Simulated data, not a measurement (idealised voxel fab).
voxel self aligned contacts: a process module
Xsec cut, 165 nm wide, square cell size 5 nm.
Each cross-section below is a grid of square cells, stated as bands in top-down order, with one or more rows of cells making up each band.
Basically the band line says how high the top is and how high the bottom is, in nm, and then what's in it from left to right, every material with its width in nm. Empty space shows up as "air", and if a single material carries "full width" it runs the full band edge to edge.
Heights are measured from 0, the level below which the as-received wafer is all one material; the lowest band has no bottom and continues downward, written as in "from 0 down".
Width: "30 to 40" (first number = top row, second number = bottom row, same change from row to row of cells).
"identical to before" for a step: no cell of the cross-section changed in that step.
"Enclosed internal cavities" means: voids of 8 cells or more that are shut off from the top with no open way through. Written width x height at distance, distance from the left edge, in nm.
Note: text after step settings on the step line = simulator remark on that step.
Steps that use a mask can have "overlay nm" on their line. It says how far the mask sat to the right of where it was meant to be. Negative means to the left.

### These are the steps we planned for the process
| 1 | op RECEIVE | material Si |
| 2 | op CONFORMAL_DEP | material SiO2 | thk nm 5 |
| 3 | op DIRECTIONAL_DEP | material polySi | thk nm 30 |
| 4 | op DIRECTIONAL_DEP | material SiN | thk nm 15 |
| 5 | op MASKED_ETCH | tone cover | mask id GATE | width nm 35 | pitch nm 70 | etch materials SiN | depth nm 15 | overlay nm 0 |
| 6 | op MASKED_ETCH | tone cover | mask id GATE | width nm 35 | pitch nm 70 | etch materials polySi | depth nm 30 | overlay nm 0 |
| 7 | op CONFORMAL_DEP | material SiN | thk nm 5 |
| 8 | op DIRECTIONAL_ETCH | etch materials SiN | depth nm 5 |
| 9 | op FILL_DEP | material SiO2 | thk nm 15 |
| 10 | op CMP | height nm 55 |
| 11 | op MASKED_ETCH | tone open | mask id CONTACT | width nm 45 | etch materials SiO2 | depth nm 55 | overlay nm 0 |
| 12 | op CONFORMAL_DEP | material TiN | thk nm 5 |
| 13 | op FILL_DEP | material Ru | thk nm 10 |
| 14 | op CMP | height nm 55 |
| 15 | op CONFORMAL_DEP | material SiCN | thk nm 5 |

### Below: the first of two wafers, run as planned

### The cross-section here shows the wafer as received, i.e. in its state after step 1
from 0 down | Si full width
Enclosed internal cavities: none

### The wafer in cross-section once step 2 is complete
from 5 to 0 | SiO2 full width
Rest of section, below 0: as before.

### The wafer in cross-section once step 3 is complete
from 35 to 5 | polySi full width
Rest of section, below 5: as before.

### The wafer in cross-section once step 4 is complete
from 50 to 35 | SiN full width
Rest of section, below 35: as before.

### The wafer in cross-section once step 5 is complete
from 50 to 35 | air 30 / SiN 35 / air 35 / SiN 35 / air 30
Rest of section, below 35: as before.

### The wafer in cross-section once step 6 is complete
from 50 to 35 | air 30 / SiN 35 / air 35 / SiN 35 / air 30
from 35 to 5 | air 30 / polySi 35 / air 35 / polySi 35 / air 30
Rest of section, below 5: as before.

### The wafer in cross-section once step 7 is complete
from 55 to 35 | air 25 / SiN 45 / air 25 / SiN 45 / air 25
from 35 to 10 | air 25 / SiN 5 / polySi 35 / SiN 5 / air 25 / SiN 5 / polySi 35 / SiN 5 / air 25
from 10 to 5 | SiN 30 / polySi 35 / SiN 35 / polySi 35 / SiN 30
Rest of section, below 5: as before.

### The wafer in cross-section once step 8 is complete
from 50 to 35 | air 25 / SiN 45 / air 25 / SiN 45 / air 25
from 35 to 5 | air 25 / SiN 5 / polySi 35 / SiN 5 / air 25 / SiN 5 / polySi 35 / SiN 5 / air 25
Rest of section, below 5: as before.

### The wafer in cross-section once step 9 is complete
from 65 to 50 | SiO2 full width
from 50 to 35 | SiO2 25 / SiN 45 / SiO2 25 / SiN 45 / SiO2 25
from 35 to 5 | SiO2 25 / SiN 5 / polySi 35 / SiN 5 / SiO2 25 / SiN 5 / polySi 35 / SiN 5 / SiO2 25
Rest of section, below 5: as before.

### The wafer in cross-section once step 10 is complete
from 55 to 50 | SiO2 full width
Rest of section, below 50: as before.

### The wafer in cross-section once step 11 is complete
from 55 to 50 | SiO2 60 / air 45 / SiO2 60
from 50 to 35 | SiO2 25 / SiN 45 / air 25 / SiN 45 / SiO2 25
from 35 to 5 | SiO2 25 / SiN 5 / polySi 35 / SiN 5 / air 25 / SiN 5 / polySi 35 / SiN 5 / SiO2 25
from 5 to 0 | SiO2 70 / air 25 / SiO2 70
Rest of section, below 0: as before.

### The wafer in cross-section once step 12 is complete
from 60 to 55 | TiN 65 / air 35 / TiN 65
from 55 to 50 | SiO2 60 / TiN 15 / air 15 / TiN 15 / SiO2 60
from 50 to 35 | SiO2 25 / SiN 45 / TiN 5 / air 15 / TiN 5 / SiN 45 / SiO2 25
from 35 to 5 | SiO2 25 / SiN 5 / polySi 35 / SiN 5 / TiN 5 / air 15 / TiN 5 / SiN 5 / polySi 35 / SiN 5 / SiO2 25
from 5 to 0 | SiO2 70 / TiN 25 / SiO2 70
Rest of section, below 0: as before.

### The wafer in cross-section once step 13 is complete
from 70 to 60 | Ru full width
from 60 to 55 | TiN 65 / Ru 35 / TiN 65
from 55 to 50 | SiO2 60 / TiN 15 / Ru 15 / TiN 15 / SiO2 60
from 50 to 35 | SiO2 25 / SiN 45 / TiN 5 / Ru 15 / TiN 5 / SiN 45 / SiO2 25
from 35 to 5 | SiO2 25 / SiN 5 / polySi 35 / SiN 5 / TiN 5 / Ru 15 / TiN 5 / SiN 5 / polySi 35 / SiN 5 / SiO2 25
Rest of section, below 5: as before.

### The wafer in cross-section once step 14 is complete
from 55 to 50 | SiO2 60 / TiN 15 / Ru 15 / TiN 15 / SiO2 60
Rest of section, below 50: as before.

### The wafer in cross-section once step 15 is complete
from 60 to 55 | SiCN full width
Rest of section, below 55: as before.

### Wafer two. Identical start, identical plan. One mistake in execution. Identical history through step 6

### Cross-sectional representation of the second wafer at the time designated in the plan for the completion of step 7
from 55 to 50 | air 25 / Ru 45 / air 25 / Ru 45 / air 25
from 50 to 35 | air 25 / Ru 5 / SiN 35 / Ru 5 / air 25 / Ru 5 / SiN 35 / Ru 5 / air 25
from 35 to 10 | air 25 / Ru 5 / polySi 35 / Ru 5 / air 25 / Ru 5 / polySi 35 / Ru 5 / air 25
from 10 to 5 | Ru 30 / polySi 35 / Ru 35 / polySi 35 / Ru 30
Rest of section, below 5: as before.

Cross-sectional representation of the second wafer at the time designated in the plan for the completion of step 8: identical to before

### Cross-sectional representation of the second wafer at the time designated in the plan for the completion of step 9
from 70 to 55 | SiO2 full width
from 55 to 50 | SiO2 25 / Ru 45 / SiO2 25 / Ru 45 / SiO2 25
from 50 to 35 | SiO2 25 / Ru 5 / SiN 35 / Ru 5 / SiO2 25 / Ru 5 / SiN 35 / Ru 5 / SiO2 25
from 35 to 10 | SiO2 25 / Ru 5 / polySi 35 / Ru 5 / SiO2 25 / Ru 5 / polySi 35 / Ru 5 / SiO2 25
Rest of section, below 10: as before.

### Cross-sectional representation of the second wafer at the time designated in the plan for the completion of step 10
from 55 to 50 | SiO2 25 / Ru 45 / SiO2 25 / Ru 45 / SiO2 25
Rest of section, below 50: as before.

### Cross-sectional representation of the second wafer at the time designated in the plan for the completion of step 11
from 55 to 50 | SiO2 25 / Ru 45 / air 25 / Ru 45 / SiO2 25
from 50 to 35 | SiO2 25 / Ru 5 / SiN 35 / Ru 5 / air 25 / Ru 5 / SiN 35 / Ru 5 / SiO2 25
from 35 to 10 | SiO2 25 / Ru 5 / polySi 35 / Ru 5 / air 25 / Ru 5 / polySi 35 / Ru 5 / SiO2 25
Rest of section, below 10: as before.

### Cross-sectional representation of the second wafer at the time designated in the plan for the completion of step 12
from 60 to 55 | TiN 75 / air 15 / TiN 75
from 55 to 50 | SiO2 25 / Ru 45 / TiN 5 / air 15 / TiN 5 / Ru 45 / SiO2 25
from 50 to 35 | SiO2 25 / Ru 5 / SiN 35 / Ru 5 / TiN 5 / air 15 / TiN 5 / Ru 5 / SiN 35 / Ru 5 / SiO2 25
from 35 to 15 | SiO2 25 / Ru 5 / polySi 35 / Ru 5 / TiN 5 / air 15 / TiN 5 / Ru 5 / polySi 35 / Ru 5 / SiO2 25
from 15 to 10 | SiO2 25 / Ru 5 / polySi 35 / Ru 5 / TiN 25 / Ru 5 / polySi 35 / Ru 5 / SiO2 25
Rest of section, below 10: as before.

### Cross-sectional representation of the second wafer at the time designated in the plan for the completion of step 13
from 70 to 60 | Ru full width
from 60 to 55 | TiN 75 / Ru 15 / TiN 75
from 55 to 50 | SiO2 25 / Ru 45 / TiN 5 / Ru 15 / TiN 5 / Ru 45 / SiO2 25
from 50 to 35 | SiO2 25 / Ru 5 / SiN 35 / Ru 5 / TiN 5 / Ru 15 / TiN 5 / Ru 5 / SiN 35 / Ru 5 / SiO2 25
from 35 to 15 | SiO2 25 / Ru 5 / polySi 35 / Ru 5 / TiN 5 / Ru 15 / TiN 5 / Ru 5 / polySi 35 / Ru 5 / SiO2 25
Rest of section, below 15: as before.

### Cross-sectional representation of the second wafer at the time designated in the plan for the completion of step 14
from 55 to 50 | SiO2 25 / Ru 45 / TiN 5 / Ru 15 / TiN 5 / Ru 45 / SiO2 25
Rest of section, below 50: as before.

### Cross-sectional representation of the second wafer at the time designated in the plan for the completion of step 15
from 60 to 55 | SiCN full width
Rest of section, below 55: as before.
Nonconformance to the process plan: step 7 ran as: op CONFORMAL_DEP | material Ru | thk nm 5
Bottom line after processing is that, in cells, the second wafer is up or down on some materials versus the first: +63 Ru | -36 SiN | -19 SiO2 | -8 TiN
